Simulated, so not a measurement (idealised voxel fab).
Process module name: voxel self aligned vias
Section shown: cut. Width: 140 nm. Cell size: 5 nm, square.
In what follows, cross-sections appear as grids of square cells, described through bands that run from the top down, where every band is one or more rows of cells.
This entry defines a band. It first specifies the height of the band's top and the height of its bottom in nm, and then specifies the band's materials from left to right, stating each material with its width in nm. The word "all across" identifies a single material that fills the band from edge to edge, while the word "air" identifies empty space.
Height 0 is the level under which the wafer as received is all one material. The lowest band goes on downwards, as in "top 0, no bottom".
When a width is written as two numbers, as in "30..40", the first number is the width in the top row of cells of the band and the second is the width in its bottom row, and the width changes by the same amount from each row to the next.
A step reported as "same as before" is a step in which no cell of the cross-section changed.
Entry "Enclosed void entries". Content: empty spaces with no open connection to the top, size 8 cells or greater. Each: width x height at distance. Distance: from left edge. Unit: nm.
after a step's settings: what the simulator itself notes on the step
overlay nm: for a step with a mask, the amount by which the mask lay right of where it was planned; a negative amount means left of it.
## Planned step list for the process
1 RECEIVE,material Si
2 CONFORMAL_DEP,material SiO2,thk nm 10
3 CONFORMAL_DEP,material SiCN,thk nm 5
4 DIRECTIONAL_DEP,material lowk,thk nm 30
5 PATTERN,tone open,mask id LINES,material resist,width nm 30,pitch nm 55,thk nm 20,overlay nm 0
6 DIRECTIONAL_ETCH,etch materials lowk,depth nm 30
7 STRIP,etch materials resist
8 CONFORMAL_DEP,material TiN,thk nm 5
9 FILL_DEP,material W,thk nm 10
10 CMP,height nm 45
11 SELECTIVE_ETCH,etch materials W Ru TiN,depth nm 5
12 FILL_DEP,material SiN,thk nm 5
13 CMP,height nm 45
14 DIRECTIONAL_DEP,material lowk,thk nm 20
15 DIRECTIONAL_DEP,material aC,thk nm 15
16 PATTERN,tone open,mask id VIAS,material resist,width nm 40,thk nm 30,overlay nm 0
17 DIRECTIONAL_ETCH,etch materials aC,depth nm 15
18 STRIP,etch materials resist
19 DIRECTIONAL_ETCH,etch materials lowk,depth nm 20
20 DIRECTIONAL_ETCH,etch materials SiN,depth nm 5
21 STRIP,etch materials aC
22 CONFORMAL_DEP,material TiN,thk nm 5
23 FILL_DEP,material W,thk nm 5
24 CMP,height nm 65
25 CONFORMAL_DEP,material SiN,thk nm 5
## The first wafer of two, processed as planned
## Cross-sectional view of the wafer in its as-received condition, corresponding to the state after step 1
* top 0, no bottom  Si all across
* Enclosed void entries: none
## Wafer xsec, post step 2
* top 10, bottom 0  SiO2 all across
* All layers under 0 are left as they were.
## Wafer xsec, post step 3
* top 15, bottom 10  SiCN all across
* All layers under 10 are left as they were.
## Wafer xsec, post step 4
* top 45, bottom 15  lowk all across
* All layers under 15 are left as they were.
## Wafer xsec, post step 5
* top 65, bottom 45  25 of resist | 30 of air | 25 of resist | 30 of air | 30 of resist
* All layers under 45 are left as they were.
## Wafer xsec, post step 6
* top 65, bottom 45  25 of resist | 30 of air | 25 of resist | 30 of air | 30 of resist
* top 45, bottom 15  25 of lowk | 30 of air | 25 of lowk | 30 of air | 30 of lowk
* All layers under 15 are left as they were.
## Wafer xsec, post step 7
* top 45, bottom 15  25 of lowk | 30 of air | 25 of lowk | 30 of air | 30 of lowk
* All layers under 15 are left as they were.
## Wafer xsec, post step 8
* top 50, bottom 45  30 of TiN | 20 of air | 35 of TiN | 20 of air | 35 of TiN
* top 45, bottom 20  25 of lowk | 5 of TiN | 20 of air | 5 of TiN | 25 of lowk | 5 of TiN | 20 of air | 5 of TiN | 30 of lowk
* top 20, bottom 15  25 of lowk | 30 of TiN | 25 of lowk | 30 of TiN | 30 of lowk
* All layers under 15 are left as they were.
## Wafer xsec, post step 9
* top 60, bottom 50  W all across
* top 50, bottom 45  30 of TiN | 20 of W | 35 of TiN | 20 of W | 35 of TiN
* top 45, bottom 20  25 of lowk | 5 of TiN | 20 of W | 5 of TiN | 25 of lowk | 5 of TiN | 20 of W | 5 of TiN | 30 of lowk
* All layers under 20 are left as they were.
## Wafer xsec, post step 10
* top 45, bottom 20  25 of lowk | 5 of TiN | 20 of W | 5 of TiN | 25 of lowk | 5 of TiN | 20 of W | 5 of TiN | 30 of lowk
* All layers under 20 are left as they were.
## Wafer xsec, post step 11
* top 45, bottom 40  25 of lowk | 30 of air | 25 of lowk | 30 of air | 30 of lowk
* All layers under 40 are left as they were.
## Wafer xsec, post step 12
* top 50, bottom 45  SiN all across
* top 45, bottom 40  25 of lowk | 30 of SiN | 25 of lowk | 30 of SiN | 30 of lowk
* All layers under 40 are left as they were.
## Wafer xsec, post step 13
* top 45, bottom 40  25 of lowk | 30 of SiN | 25 of lowk | 30 of SiN | 30 of lowk
* All layers under 40 are left as they were.
## Wafer xsec, post step 14
* top 65, bottom 45  lowk all across
* All layers under 45 are left as they were.
## Wafer xsec, post step 15
* top 80, bottom 65  aC all across
* All layers under 65 are left as they were.
## Wafer xsec, post step 16
* top 110, bottom 80  20 of resist | 40 of air | 80 of resist
* All layers under 80 are left as they were.
## Wafer xsec, post step 17
* top 95, bottom 80  20 of resist | 40 of air | 80 of resist
* top 80, bottom 65  20 of aC | 40 of air | 80 of aC
* All layers under 65 are left as they were.
## Wafer xsec, post step 18
* top 80, bottom 65  20 of aC | 40 of air | 80 of aC
* All layers under 65 are left as they were.
## Wafer xsec, post step 19
* top 80, bottom 65  20 of aC | 40 of air | 80 of aC
* top 65, bottom 45  20 of lowk | 40 of air | 80 of lowk
* All layers under 45 are left as they were.
## Wafer xsec, post step 20
* top 80, bottom 65  20 of aC | 40 of air | 80 of aC
* top 65, bottom 45  20 of lowk | 40 of air | 80 of lowk
* top 45, bottom 40  25 of lowk | 30 of air | 25 of lowk | 30 of SiN | 30 of lowk
* All layers under 40 are left as they were.
## Wafer xsec, post step 21
* top 65, bottom 45  20 of lowk | 40 of air | 80 of lowk
* All layers under 45 are left as they were.
## Wafer xsec, post step 22
* top 70, bottom 65  25 of TiN | 30 of air | 85 of TiN
* top 65, bottom 50  20 of lowk | 5 of TiN | 30 of air | 5 of TiN | 80 of lowk
* top 50, bottom 45  20 of lowk | 10 of TiN | 20 of air | 10 of TiN | 80 of lowk
* top 45, bottom 40  25 of lowk | 30 of TiN | 25 of lowk | 30 of SiN | 30 of lowk
* All layers under 40 are left as they were.
## Wafer xsec, post step 23
* top 75, bottom 70  W all across
* top 70, bottom 65  25 of TiN | 30 of W | 85 of TiN
* top 65, bottom 50  20 of lowk | 5 of TiN | 30 of W | 5 of TiN | 80 of lowk
* top 50, bottom 45  20 of lowk | 10 of TiN | 20 of W | 10 of TiN | 80 of lowk
* All layers under 45 are left as they were.
## Wafer xsec, post step 24
* top 65, bottom 50  20 of lowk | 5 of TiN | 30 of W | 5 of TiN | 80 of lowk
* All layers under 50 are left as they were.
## Wafer xsec, post step 25
* top 70, bottom 65  SiN all across
* All layers under 65 are left as they were.
## Wafer two of two - same starting point, same process plan, one mistake in execution; matches wafer one up to and including step 23
## Second wafer, section view, time point: scheduled end of step 24
* top 55, bottom 45  20 of lowk | 5..10 of TiN | 30..20 of W | 5..10 of TiN | 80 of lowk
* All layers under 45 are left as they were.
## Second wafer, section view, time point: scheduled end of step 25
* top 60, bottom 55  SiN all across
* All layers under 55 are left as they were.
Error vs. plan: step 24 ran differently from the plan; actual operation with settings: CMP,height nm 55
Wrapping up, a cell-based count of both wafers puts the second over or under the first for these materials: -4 TiN | -12 W | -40 lowk
